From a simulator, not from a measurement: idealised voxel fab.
The following process module bears the name voxel wiring stack.
In the cross-section labelled cut, the width is 245 nm and each square cell is 5 nm.
For the purposes of this document, a cross-section shall be understood as a grid of square cells, specified as bands listed in top-to-bottom order, each band consisting of one or more rows of cells.
Band: top height; bottom height; in nm. Then, left to right: material with width in nm, for each material. "throughout": a single material spanning edge to edge. "blank": empty space.
A quick word on heights: they are counted from 0, and under that level the wafer as it came to us is one material throughout. The lowest band is different from the rest in having no bottom; it simply continues downward, written as in "0..down".
It should be noted that a width expressed as "30->40" varies in equal increments from row to row of cells within the band, taking the value of the first number at the top row and that of the second number at the bottom row.
Key: "all unchanged" - step with no changed cell in the cross-section.
Voids not open to the top, 8 cells minimum: see "Enclosed void listing". Written width x height at distance; distance is from the left edge; nm.
The remark found on a step's line after its settings is issued by the simulator itself and pertains to that step.
overlay nm, on a step with a mask: how far to the right of its planned place the mask lay; to the left if negative
Listed below are the process steps as planned
1) op RECEIVE | material Si
2) op CONFORMAL_DEP | material SiO2 | thk nm 10
3) op CONFORMAL_DEP | material SiN | thk nm 5
4) op DIRECTIONAL_DEP | material lowk | thk nm 20
5) op PATTERN | tone open | mask id METAL_1 | material resist | width nm 30 | pitch nm 45 | thk nm 15 | overlay nm 0
6) op DIRECTIONAL_ETCH | etch materials lowk | depth nm 20
7) op DIRECTIONAL_ETCH | etch materials SiN | depth nm 5
8) op STRIP | etch materials resist
9) op CONFORMAL_DEP | material TiN | thk nm 5
10) op FILL_DEP | material Ru | thk nm 5
11) op CMP | height nm 35
12) op EPI | material Ru | thk nm 5
13) op FILL_DEP | material SiCN | thk nm 5
14) op DIRECTIONAL_DEP | material lowk | thk nm 35
15) op DIRECTIONAL_DEP | material aC | thk nm 10
16) op PATTERN | tone open | mask id METAL_2 | material resist | width nm 30 | pitch nm 45 | thk nm 25 | overlay nm 0
17) op DIRECTIONAL_ETCH | etch materials aC | depth nm 10
18) op STRIP | etch materials resist
19) op DIRECTIONAL_ETCH | etch materials lowk | depth nm 20
20) op STRIP | etch materials aC
21) op DIRECTIONAL_DEP | material aC | thk nm 10
22) op PATTERN | tone open | mask id METAL_2_HOLES | material resist | width nm 15 | thk nm 30 | overlay nm 0
23) op DIRECTIONAL_ETCH | etch materials aC | depth nm 10
24) op STRIP | etch materials resist
25) op DIRECTIONAL_ETCH | etch materials lowk | depth nm 15
26) op DIRECTIONAL_ETCH | etch materials SiCN | depth nm 5
27) op STRIP | etch materials aC
28) op CONFORMAL_DEP | material TiN | thk nm 5
29) op FILL_DEP | material Cu | thk nm 5
30) op CMP | height nm 80
31) op CONFORMAL_DEP | material SiCN | thk nm 5
Concerning the first of two wafers, which was run in accordance with the plan
Cross-section of the wafer as it came to us, i.e., already through step 1
    0..down | Si throughout
    Enclosed void listing: none
State of the wafer after step 2, shown in cross-section
    10..0 | SiO2 throughout
    below 0: unchanged
State of the wafer after step 3, shown in cross-section
    15..10 | SiN throughout
    below 10: unchanged
State of the wafer after step 4, shown in cross-section
    35..15 | lowk throughout
    below 15: unchanged
State of the wafer after step 5, shown in cross-section
    50..35 | 85 of resist / 30 of blank / 15 of resist / 30 of blank / 85 of resist
    below 35: unchanged
State of the wafer after step 6, shown in cross-section
    50..35 | 85 of resist / 30 of blank / 15 of resist / 30 of blank / 85 of resist
    35..15 | 85 of lowk / 30 of blank / 15 of lowk / 30 of blank / 85 of lowk
    below 15: unchanged
State of the wafer after step 7, shown in cross-section
    50..35 | 85 of resist / 30 of blank / 15 of resist / 30 of blank / 85 of resist
    35..15 | 85 of lowk / 30 of blank / 15 of lowk / 30 of blank / 85 of lowk
    15..10 | 85 of SiN / 30 of blank / 15 of SiN / 30 of blank / 85 of SiN
    below 10: unchanged
State of the wafer after step 8, shown in cross-section
    35..15 | 85 of lowk / 30 of blank / 15 of lowk / 30 of blank / 85 of lowk
    below 15: unchanged
State of the wafer after step 9, shown in cross-section
    40..35 | 90 of TiN / 20 of blank / 25 of TiN / 20 of blank / 90 of TiN
    35..15 | 85 of lowk / 5 of TiN / 20 of blank / 5 of TiN / 15 of lowk / 5 of TiN / 20 of blank / 5 of TiN / 85 of lowk
    15..10 | 85 of SiN / 30 of TiN / 15 of SiN / 30 of TiN / 85 of SiN
    below 10: unchanged
State of the wafer after step 10, shown in cross-section
    45..40 | Ru throughout
    40..35 | 90 of TiN / 20 of Ru / 25 of TiN / 20 of Ru / 90 of TiN
    35..15 | 85 of lowk / 5 of TiN / 20 of Ru / 5 of TiN / 15 of lowk / 5 of TiN / 20 of Ru / 5 of TiN / 85 of lowk
    below 15: unchanged
State of the wafer after step 11, shown in cross-section
    35..15 | 85 of lowk / 5 of TiN / 20 of Ru / 5 of TiN / 15 of lowk / 5 of TiN / 20 of Ru / 5 of TiN / 85 of lowk
    below 15: unchanged
State of the wafer after step 12, shown in cross-section
    40..35 | 80 of blank / 40 of Ru / 5 of blank / 40 of Ru / 80 of blank
    below 35: unchanged
State of the wafer after step 13, shown in cross-section
    45..40 | SiCN throughout
    40..35 | 80 of SiCN / 40 of Ru / 5 of SiCN / 40 of Ru / 80 of SiCN
    below 35: unchanged
State of the wafer after step 14, shown in cross-section
    80..45 | lowk throughout
    below 45: unchanged
State of the wafer after step 15, shown in cross-section
    90..80 | aC throughout
    below 80: unchanged
State of the wafer after step 16, shown in cross-section
    115..90 | 85 of resist / 30 of blank / 15 of resist / 30 of blank / 85 of resist
    below 90: unchanged
State of the wafer after step 17, shown in cross-section
    105..90 | 85 of resist / 30 of blank / 15 of resist / 30 of blank / 85 of resist
    90..80 | 85 of aC / 30 of blank / 15 of aC / 30 of blank / 85 of aC
    below 80: unchanged
State of the wafer after step 18, shown in cross-section
    90..80 | 85 of aC / 30 of blank / 15 of aC / 30 of blank / 85 of aC
    below 80: unchanged
State of the wafer after step 19, shown in cross-section
    90..80 | 85 of aC / 30 of blank / 15 of aC / 30 of blank / 85 of aC
    80..60 | 85 of lowk / 30 of blank / 15 of lowk / 30 of blank / 85 of lowk
    below 60: unchanged
State of the wafer after step 20, shown in cross-section
    80..60 | 85 of lowk / 30 of blank / 15 of lowk / 30 of blank / 85 of lowk
    below 60: unchanged
State of the wafer after step 21, shown in cross-section
    90..80 | 85 of aC / 30 of blank / 15 of aC / 30 of blank / 85 of aC
    80..70 | 85 of lowk / 30 of blank / 15 of lowk / 30 of blank / 85 of lowk
    70..60 | 85 of lowk / 30 of aC / 15 of lowk / 30 of aC / 85 of lowk
    below 60: unchanged
State of the wafer after step 22, shown in cross-section
    120..90 | 85 of resist / 15 of blank / 145 of resist
    90..80 | 85 of aC / 15 of blank / 15 of resist / 15 of aC / 30 of resist / 85 of aC
    80..70 | 85 of lowk / 15 of blank / 15 of resist / 15 of lowk / 30 of resist / 85 of lowk
    below 70: unchanged
State of the wafer after step 23, shown in cross-section
    110..90 | 85 of resist / 15 of blank / 145 of resist
    90..80 | 85 of aC / 15 of blank / 15 of resist / 15 of aC / 30 of resist / 85 of aC
    80..70 | 85 of lowk / 15 of blank / 15 of resist / 15 of lowk / 30 of resist / 85 of lowk
    70..60 | 85 of lowk / 15 of blank / 15 of aC / 15 of lowk / 30 of aC / 85 of lowk
    below 60: unchanged
State of the wafer after step 24, shown in cross-section
    90..80 | 85 of aC / 30 of blank / 15 of aC / 30 of blank / 85 of aC
    80..70 | 85 of lowk / 30 of blank / 15 of lowk / 30 of blank / 85 of lowk
    below 70: unchanged
State of the wafer after step 25, shown in cross-section
    90..80 | 85 of aC / 30 of blank / 15 of aC / 30 of blank / 85 of aC
    80..70 | 85 of lowk / 30 of blank / 15 of lowk / 30 of blank / 85 of lowk
    70..60 | 85 of lowk / 15 of blank / 15 of aC / 15 of lowk / 30 of aC / 85 of lowk
    60..45 | 85 of lowk / 15 of blank / 145 of lowk
    below 45: unchanged
State of the wafer after step 26, shown in cross-section
    90..80 | 85 of aC / 30 of blank / 15 of aC / 30 of blank / 85 of aC
    80..70 | 85 of lowk / 30 of blank / 15 of lowk / 30 of blank / 85 of lowk
    70..60 | 85 of lowk / 15 of blank / 15 of aC / 15 of lowk / 30 of aC / 85 of lowk
    60..45 | 85 of lowk / 15 of blank / 145 of lowk
    45..40 | 85 of SiCN / 15 of blank / 145 of SiCN
    below 40: unchanged
State of the wafer after step 27, shown in cross-section
    80..60 | 85 of lowk / 30 of blank / 15 of lowk / 30 of blank / 85 of lowk
    below 60: unchanged
State of the wafer after step 28, shown in cross-section
    85..80 | 90 of TiN / 20 of blank / 25 of TiN / 20 of blank / 90 of TiN
    80..65 | 85 of lowk / 5 of TiN / 20 of blank / 5 of TiN / 15 of lowk / 5 of TiN / 20 of blank / 5 of TiN / 85 of lowk
    65..60 | 85 of lowk / 5 of TiN / 5 of blank / 20 of TiN / 15 of lowk / 30 of TiN / 85 of lowk
    60..45 | 85 of lowk / 5 of TiN / 5 of blank / 5 of TiN / 145 of lowk
    45..40 | 85 of SiCN / 15 of TiN / 145 of SiCN
    below 40: unchanged
State of the wafer after step 29, shown in cross-section
    90..85 | Cu throughout
    85..80 | 90 of TiN / 20 of Cu / 25 of TiN / 20 of Cu / 90 of TiN
    80..65 | 85 of lowk / 5 of TiN / 20 of Cu / 5 of TiN / 15 of lowk / 5 of TiN / 20 of Cu / 5 of TiN / 85 of lowk
    65..60 | 85 of lowk / 5 of TiN / 5 of Cu / 20 of TiN / 15 of lowk / 30 of TiN / 85 of lowk
    60..45 | 85 of lowk / 5 of TiN / 5 of Cu / 5 of TiN / 145 of lowk
    below 45: unchanged
State of the wafer after step 30, shown in cross-section
    80..65 | 85 of lowk / 5 of TiN / 20 of Cu / 5 of TiN / 15 of lowk / 5 of TiN / 20 of Cu / 5 of TiN / 85 of lowk
    below 65: unchanged
State of the wafer after step 31, shown in cross-section
    85..80 | SiCN throughout
    below 80: unchanged
What follows concerns the second wafer, which started out like the first and was meant to follow the very same plan; one mistake crept in when it was run, but everything up to and including step 4 is the same as for the first wafer
Second wafer, section view, time point: scheduled end of step 5
    50..35 | 90 of resist / 20 of blank / 25 of resist / 20 of blank / 90 of resist
    below 35: unchanged
Second wafer, section view, time point: scheduled end of step 6
    50..35 | 90 of resist / 20 of blank / 25 of resist / 20 of blank / 90 of resist
    35..15 | 90 of lowk / 20 of blank / 25 of lowk / 20 of blank / 90 of lowk
    below 15: unchanged
Second wafer, section view, time point: scheduled end of step 7
    50..35 | 90 of resist / 20 of blank / 25 of resist / 20 of blank / 90 of resist
    35..15 | 90 of lowk / 20 of blank / 25 of lowk / 20 of blank / 90 of lowk
    15..10 | 90 of SiN / 20 of blank / 25 of SiN / 20 of blank / 90 of SiN
    below 10: unchanged
Second wafer, section view, time point: scheduled end of step 8
    35..15 | 90 of lowk / 20 of blank / 25 of lowk / 20 of blank / 90 of lowk
    below 15: unchanged
Second wafer, section view, time point: scheduled end of step 9
    40..35 | 95 of TiN / 10 of blank / 35 of TiN / 10 of blank / 95 of TiN
    35..15 | 90 of lowk / 5 of TiN / 10 of blank / 5 of TiN / 25 of lowk / 5 of TiN / 10 of blank / 5 of TiN / 90 of lowk
    15..10 | 90 of SiN / 20 of TiN / 25 of SiN / 20 of TiN / 90 of SiN
    below 10: unchanged
Second wafer, section view, time point: scheduled end of step 10
    45..40 | Ru throughout
    40..35 | 95 of TiN / 10 of Ru / 35 of TiN / 10 of Ru / 95 of TiN
    35..15 | 90 of lowk / 5 of TiN / 10 of Ru / 5 of TiN / 25 of lowk / 5 of TiN / 10 of Ru / 5 of TiN / 90 of lowk
    below 15: unchanged
Second wafer, section view, time point: scheduled end of step 11
    35..15 | 90 of lowk / 5 of TiN / 10 of Ru / 5 of TiN / 25 of lowk / 5 of TiN / 10 of Ru / 5 of TiN / 90 of lowk
    below 15: unchanged
Second wafer, section view, time point: scheduled end of step 12
    40..35 | 85 of blank / 30 of Ru / 15 of blank / 30 of Ru / 85 of blank
    below 35: unchanged
Second wafer, section view, time point: scheduled end of step 13
    45..40 | SiCN throughout
    40..35 | 85 of SiCN / 30 of Ru / 15 of SiCN / 30 of Ru / 85 of SiCN
    below 35: unchanged
Second wafer, section view, time point: scheduled end of step 14
    80..45 | lowk throughout
    below 45: unchanged
Second wafer, section view, time point: scheduled end of step 15
    90..80 | aC throughout
    below 80: unchanged
Second wafer, section view, time point: scheduled end of step 16
    115..90 | 85 of resist / 30 of blank / 15 of resist / 30 of blank / 85 of resist
    below 90: unchanged
Second wafer, section view, time point: scheduled end of step 17
    105..90 | 85 of resist / 30 of blank / 15 of resist / 30 of blank / 85 of resist
    90..80 | 85 of aC / 30 of blank / 15 of aC / 30 of blank / 85 of aC
    below 80: unchanged
Second wafer, section view, time point: scheduled end of step 18
    90..80 | 85 of aC / 30 of blank / 15 of aC / 30 of blank / 85 of aC
    below 80: unchanged
Second wafer, section view, time point: scheduled end of step 19
    90..80 | 85 of aC / 30 of blank / 15 of aC / 30 of blank / 85 of aC
    80..60 | 85 of lowk / 30 of blank / 15 of lowk / 30 of blank / 85 of lowk
    below 60: unchanged
Second wafer, section view, time point: scheduled end of step 20
    80..60 | 85 of lowk / 30 of blank / 15 of lowk / 30 of blank / 85 of lowk
    below 60: unchanged
Second wafer, section view, time point: scheduled end of step 21
    90..80 | 85 of aC / 30 of blank / 15 of aC / 30 of blank / 85 of aC
    80..70 | 85 of lowk / 30 of blank / 15 of lowk / 30 of blank / 85 of lowk
    70..60 | 85 of lowk / 30 of aC / 15 of lowk / 30 of aC / 85 of lowk
    below 60: unchanged
Second wafer, section view, time point: scheduled end of step 22
    120..90 | 85 of resist / 15 of blank / 145 of resist
    90..80 | 85 of aC / 15 of blank / 15 of resist / 15 of aC / 30 of resist / 85 of aC
    80..70 | 85 of lowk / 15 of blank / 15 of resist / 15 of lowk / 30 of resist / 85 of lowk
    below 70: unchanged
Second wafer, section view, time point: scheduled end of step 23
    110..90 | 85 of resist / 15 of blank / 145 of resist
    90..80 | 85 of aC / 15 of blank / 15 of resist / 15 of aC / 30 of resist / 85 of aC
    80..70 | 85 of lowk / 15 of blank / 15 of resist / 15 of lowk / 30 of resist / 85 of lowk
    70..60 | 85 of lowk / 15 of blank / 15 of aC / 15 of lowk / 30 of aC / 85 of lowk
    below 60: unchanged
Second wafer, section view, time point: scheduled end of step 24
    90..80 | 85 of aC / 30 of blank / 15 of aC / 30 of blank / 85 of aC
    80..70 | 85 of lowk / 30 of blank / 15 of lowk / 30 of blank / 85 of lowk
    below 70: unchanged
Second wafer, section view, time point: scheduled end of step 25
    90..80 | 85 of aC / 30 of blank / 15 of aC / 30 of blank / 85 of aC
    80..70 | 85 of lowk / 30 of blank / 15 of lowk / 30 of blank / 85 of lowk
    70..60 | 85 of lowk / 15 of blank / 15 of aC / 15 of lowk / 30 of aC / 85 of lowk
    60..45 | 85 of lowk / 15 of blank / 145 of lowk
    below 45: unchanged
Second wafer, section view, time point: scheduled end of step 26
    90..80 | 85 of aC / 30 of blank / 15 of aC / 30 of blank / 85 of aC
    80..70 | 85 of lowk / 30 of blank / 15 of lowk / 30 of blank / 85 of lowk
    70..60 | 85 of lowk / 15 of blank / 15 of aC / 15 of lowk / 30 of aC / 85 of lowk
    60..45 | 85 of lowk / 15 of blank / 145 of lowk
    45..40 | 85 of SiCN / 15 of blank / 145 of SiCN
    below 40: unchanged
Second wafer, section view, time point: scheduled end of step 27
    80..60 | 85 of lowk / 30 of blank / 15 of lowk / 30 of blank / 85 of lowk
    below 60: unchanged
Second wafer, section view, time point: scheduled end of step 28
    85..80 | 90 of TiN / 20 of blank / 25 of TiN / 20 of blank / 90 of TiN
    80..65 | 85 of lowk / 5 of TiN / 20 of blank / 5 of TiN / 15 of lowk / 5 of TiN / 20 of blank / 5 of TiN / 85 of lowk
    65..60 | 85 of lowk / 5 of TiN / 5 of blank / 20 of TiN / 15 of lowk / 30 of TiN / 85 of lowk
    60..45 | 85 of lowk / 5 of TiN / 5 of blank / 5 of TiN / 145 of lowk
    45..40 | 85 of SiCN / 15 of TiN / 145 of SiCN
    below 40: unchanged
Second wafer, section view, time point: scheduled end of step 29
    90..85 | Cu throughout
    85..80 | 90 of TiN / 20 of Cu / 25 of TiN / 20 of Cu / 90 of TiN
    80..65 | 85 of lowk / 5 of TiN / 20 of Cu / 5 of TiN / 15 of lowk / 5 of TiN / 20 of Cu / 5 of TiN / 85 of lowk
    65..60 | 85 of lowk / 5 of TiN / 5 of Cu / 20 of TiN / 15 of lowk / 30 of TiN / 85 of lowk
    60..45 | 85 of lowk / 5 of TiN / 5 of Cu / 5 of TiN / 145 of lowk
    below 45: unchanged
Second wafer, section view, time point: scheduled end of step 30
    80..65 | 85 of lowk / 5 of TiN / 20 of Cu / 5 of TiN / 15 of lowk / 5 of TiN / 20 of Cu / 5 of TiN / 85 of lowk
    below 65: unchanged
Second wafer, section view, time point: scheduled end of step 31
    85..80 | SiCN throughout
    below 80: unchanged
Where did the run depart from the plan? the process deviated at step 5: the operation and settings actually run there were op PATTERN | tone open | mask id METAL_1 | material resist | width nm 20 | pitch nm 45 | thk nm 15 | overlay nm 0
It is noted that, at the conclusion of processing, the second wafer exhibits a higher or lower cell count for certain materials relative to the first: Ru -20, SiCN +4, SiN +4, TiN -4, lowk +16
